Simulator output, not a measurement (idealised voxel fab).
Proc. module: voxel gate over fins
We display cut, a cross-section 225 nm in width whose square cells are each 5 nm.
In what follows, cross-sections appear as grids of square cells, described through bands that run from the top down, where every band is one or more rows of cells.
The entry gives the band's vertical extent as a top height and a bottom height in nm, then its horizontal make-up as materials from left to right, each with a width in nm. "empty" stands for empty space; a single material marked "all across" fills the band edge to edge.
Height is counted from the level 0, under which the received wafer is composed throughout of one material. The lowest of the bands is not closed at the bottom but continues downward, in the notation "top 0, no bottom".
A width given as "30 to 40" starts at the first number in the band's top row and ends at the second number in its bottom row, shifting by an equal amount at every step from row to row.
Step note "same as before" = no cross-section cell changed.
Voids not open to the top, 8 cells minimum: see "Unvented cavities". Written width x height at distance; distance is from the left edge; nm.
It should be noted that, on the line of a given step, the content following the step's settings is a remark produced by the simulator itself with respect to that step.
"overlay nm" denotes, for a step that has a mask, the displacement of the mask to the right of its planned place, with negative values corresponding to the left.

-- The following list gives the planned process steps
1: RECEIVE: material Si
2: CONFORMAL_DEP: material SiN, thk nm 10
3: MASKED_ETCH: tone cover, mask id FINS, width nm 15, pitch nm 60, etch materials SiN, depth nm 10, overlay nm 0
4: MASKED_ETCH: tone cover, mask id FINS, width nm 15, pitch nm 60, etch materials Si, depth nm 40, overlay nm 0
5: OXIDIZE: depth nm 5
6: FILL_DEP: material SiO2, thk nm 10
7: CMP: height nm 10
8: MASKED_ETCH: tone open, mask id RAIL, width nm 15, etch materials SiO2, depth nm 45, overlay nm 0
9: CONFORMAL_DEP: material TiN, thk nm 5
10: FILL_DEP: material W, thk nm 10
11: CMP: height nm 10
12: SELECTIVE_ETCH: etch materials W Ru TiN, depth nm 30
13: FILL_DEP: material SiO2, thk nm 5
14: CMP: height nm 10
15: SELECTIVE_ETCH: etch materials SiO2, depth nm 20
16: STRIP: etch materials SiN
17: CONFORMAL_DEP: material HfO2, thk nm 5
18: CONFORMAL_DEP: material TiN, thk nm 5
19: FILL_DEP: material W, thk nm 15
20: CMP: height nm 20
21: CONFORMAL_DEP: material SiCN, thk nm 5

-- Received-state cross-section, reflecting completion of step 1
top 0, no bottom = Si all across
Unvented cavities: none

-- Looking at the first of two wafers in cross-section at end of module - ran to plan
top 25, bottom 20 = SiCN all across
top 20, bottom 10 = W all across
top 10, bottom 5 = 40 of W; 25 of TiN; 35 of W; 25 of TiN; 35 of W; 25 of TiN; 40 of W
top 5, bottom 0 = 40 of W; 5 of TiN; 15 of HfO2; 5 of TiN; 35 of W; 5 of TiN; 15 of HfO2; 5 of TiN; 35 of W; 5 of TiN; 15 of HfO2; 5 of TiN; 40 of W
top 0, bottom -5 = 45 of TiN; 5 of HfO2; 5 of Si; 5 of HfO2; 45 of TiN; 5 of HfO2; 5 of Si; 5 of HfO2; 45 of TiN; 5 of HfO2; 5 of Si; 5 of HfO2; 45 of TiN
top -5, bottom -10 = 50 of HfO2; 5 of Si; 55 of HfO2; 5 of Si; 55 of HfO2; 5 of Si; 50 of HfO2
top -10, bottom -20 = 50 of SiO2; 5 of Si; 55 of SiO2; 5 of Si; 55 of SiO2; 5 of Si; 50 of SiO2
top -20, bottom -30 = 50 of SiO2; 5 of Si; 20 of SiO2; 5 of TiN; 5 of W; 5 of TiN; 20 of SiO2; 5 of Si; 55 of SiO2; 5 of Si; 50 of SiO2
top -30, bottom -35 = 50 of SiO2; 5 of Si; 20 of SiO2; 15 of TiN; 20 of SiO2; 5 of Si; 55 of SiO2; 5 of Si; 50 of SiO2
top -35, bottom -45 = 50 of SiO2; 5 of Si; 55 of SiO2; 5 of Si; 55 of SiO2; 5 of Si; 50 of SiO2
top -45, no bottom = Si all across
Unvented cavities: none

-- Module end: cross-section of wafer two of two. Same start and process plan as the first wafer. One mistake during execution
top 25, bottom 20 = SiCN all across
top 20, bottom 10 = W all across
top 10, bottom 5 = 40 of W; 25 of TiN; 35 of W; 25 of TiN; 35 of W; 25 of TiN; 40 of W
top 5, bottom 0 = 40 of W; 5 of TiN; 15 of HfO2; 5 of TiN; 35 of W; 5 of TiN; 15 of HfO2; 5 of TiN; 35 of W; 5 of TiN; 15 of HfO2; 5 of TiN; 40 of W
top 0, bottom -10 = 40 of W; 5 of TiN; 5 of HfO2; 5 of Si; 5 of HfO2; 5 of TiN; 35 of W; 5 of TiN; 5 of HfO2; 5 of Si; 5 of HfO2; 5 of TiN; 35 of W; 5 of TiN; 5 of HfO2; 5 of Si; 5 of HfO2; 5 of TiN; 40 of W
top -10, bottom -15 = 40 of W; 5 of TiN; 5 of HfO2; 5 of Si; 5 of HfO2; 45 of TiN; 5 of HfO2; 5 of Si; 5 of HfO2; 5 of TiN; 35 of W; 5 of TiN; 5 of HfO2; 5 of Si; 5 of HfO2; 5 of TiN; 40 of W
top -15, bottom -20 = 40 of W; 5 of TiN; 5 of HfO2; 5 of Si; 5 of HfO2; 10 of TiN; 25 of HfO2; 10 of TiN; 5 of HfO2; 5 of Si; 5 of HfO2; 5 of TiN; 35 of W; 5 of TiN; 5 of HfO2; 5 of Si; 5 of HfO2; 5 of TiN; 40 of W
top -20, bottom -25 = 45 of TiN; 5 of HfO2; 5 of Si; 5 of HfO2; 10 of TiN; 5 of HfO2; 5 of TiN; 5 of W; 5 of TiN; 5 of HfO2; 10 of TiN; 5 of HfO2; 5 of Si; 5 of HfO2; 45 of TiN; 5 of HfO2; 5 of Si; 5 of HfO2; 45 of TiN
top -25, bottom -30 = 50 of HfO2; 5 of Si; 20 of HfO2; 5 of TiN; 5 of W; 5 of TiN; 20 of HfO2; 5 of Si; 55 of HfO2; 5 of Si; 50 of HfO2
top -30, bottom -35 = 50 of SiO2; 5 of Si; 20 of SiO2; 15 of TiN; 20 of SiO2; 5 of Si; 55 of SiO2; 5 of Si; 50 of SiO2
top -35, bottom -45 = 50 of SiO2; 5 of Si; 55 of SiO2; 5 of Si; 55 of SiO2; 5 of Si; 50 of SiO2
top -45, no bottom = Si all across
Unvented cavities: none
Deviation noted in wafer processing: step 15 of the plan was executed twice over
Heads up, by the end the second wafer has more or fewer cells of some materials compared to the first: +28 HfO2 | -162 SiO2 | +28 TiN | +106 W
